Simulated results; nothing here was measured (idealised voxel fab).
Module name: voxel self aligned vias (process module)
We display cut, a cross-section 220 nm in width whose square cells are each 5 nm.
Square cells in a grid make up a cross-section in this document, and the grid is given as bands, listed from the top down, each one or more rows of cells. Band entry format. Leading values: height of top, height of bottom, nm. Remainder: materials in left-to-right order, each with its width in nm. Special words: "throughout" on a single material, which then fills the band edge to edge; "blank", empty space. Basically, 0 is our baseline, since under it the wafer straight out of the box is all one material. The bottom band has no lower end and keeps on going down, so it looks like "0 nm and below". Quick explanation for "30..40": the width changes in equal steps down the rows of cells, from the first number in the band's top row to the second number in its bottom row. "identical to before" -> step changed no cross-section cell. "Sealed void list" enumerates empty spaces isolated from the top, with no open way to it, that contain at least 8 cells, giving each as width x height at distance from the left edge, all three in nm. That trailing text on a step's line, after the settings, is the simulator's own remark on the step. Among the settings permitted on a step's line is "overlay nm"; applied to a step with a mask, it specifies the extent to which the mask lay to the right of its planned position, whereas a negative figure signifies a position to the left.
Steps in the process plan
1,RECEIVE, material Si
2,CONFORMAL_DEP, material SiO2, thk nm 15
3,CONFORMAL_DEP, material SiCN, thk nm 5
4,DIRECTIONAL_DEP, material SiO2, thk nm 30
5,PATTERN, tone open, mask id LINES, material resist, width nm 20, pitch nm 50, thk nm 15, overlay nm 0
6,DIRECTIONAL_ETCH, etch materials SiO2, depth nm 30
7,STRIP, etch materials resist
8,CONFORMAL_DEP, material TiN, thk nm 5
9,FILL_DEP, material Ru, thk nm 5
10,CMP, height nm 50
11,SELECTIVE_ETCH, etch materials W Ru TiN, depth nm 10
12,FILL_DEP, material SiN, thk nm 10
13,CMP, height nm 50
14,DIRECTIONAL_DEP, material SiO2, thk nm 20
15,DIRECTIONAL_DEP, material aC, thk nm 10
16,PATTERN, tone open, mask id VIAS, material resist, width nm 30, thk nm 30, overlay nm 0
17,DIRECTIONAL_ETCH, etch materials aC, depth nm 10
18,STRIP, etch materials resist
19,DIRECTIONAL_ETCH, etch materials SiO2, depth nm 20
20,DIRECTIONAL_ETCH, etch materials SiN, depth nm 10
21,STRIP, etch materials aC
22,CONFORMAL_DEP, material TiN, thk nm 5
23,FILL_DEP, material Ru, thk nm 5
24,CMP, height nm 70
25,CONFORMAL_DEP, material SiCN, thk nm 5
Received-state cross-section, reflecting completion of step 1
    0 nm and below: Si throughout
    Sealed void list: none
Sectioned view, first of two wafers, at the close of the module, processed as intended in the plan
    75 nm to 70 nm: SiCN throughout
    70 nm to 55 nm: 70 nm SiO2  5 nm TiN  20 nm Ru  5 nm TiN  120 nm SiO2
    55 nm to 50 nm: 70 nm SiO2  10 nm TiN  10 nm Ru  10 nm TiN  120 nm SiO2
    50 nm to 45 nm: 75 nm SiO2  5 nm TiN  10 nm Ru  5 nm TiN  30 nm SiO2  20 nm SiN  75 nm SiO2
    45 nm to 40 nm: 75 nm SiO2  20 nm TiN  30 nm SiO2  20 nm SiN  75 nm SiO2
    40 nm to 25 nm: 75 nm SiO2  5 nm TiN  10 nm Ru  5 nm TiN  30 nm SiO2  5 nm TiN  10 nm Ru  5 nm TiN  75 nm SiO2
    25 nm to 20 nm: 75 nm SiO2  20 nm TiN  30 nm SiO2  20 nm TiN  75 nm SiO2
    20 nm to 15 nm: SiCN throughout
    15 nm to 0 nm: SiO2 throughout
    0 nm and below: Si throughout
    Sealed void list: none
Now the second wafer, cross-sectioned at the end of the module. Nothing different at the start, nothing different in the plan compared with the first, just one mistake when it was actually run
    75 nm to 70 nm: SiCN throughout
    70 nm to 55 nm: 70 nm SiO2  5 nm TiN  20 nm Ru  5 nm TiN  120 nm SiO2
    55 nm to 50 nm: 70 nm SiO2  30 nm TiN  120 nm SiO2
    50 nm to 40 nm: 70 nm SiN  5 nm TiN  20 nm SiO2  5 nm TiN  25 nm SiN  20 nm SiO2  75 nm SiN
    40 nm to 25 nm: 70 nm Ru  5 nm TiN  20 nm SiO2  5 nm TiN  20 nm Ru  5 nm TiN  20 nm SiO2  5 nm TiN  70 nm Ru
    25 nm to 20 nm: 75 nm TiN  20 nm SiO2  30 nm TiN  20 nm SiO2  75 nm TiN
    20 nm to 15 nm: SiCN throughout
    15 nm to 0 nm: SiO2 throughout
    0 nm and below: Si throughout
    Sealed void list: none
Want to know what went wrong? planned and actual differ for step 5; actual: PATTERN, tone cover, mask id LINES, material resist, width nm 20, pitch nm 50, thk nm 15, overlay nm 0
Counted in cells at the end, the second wafer holds more or fewer of these materials than the first: Ru +80, SiN +60, SiO2 -168, TiN +28
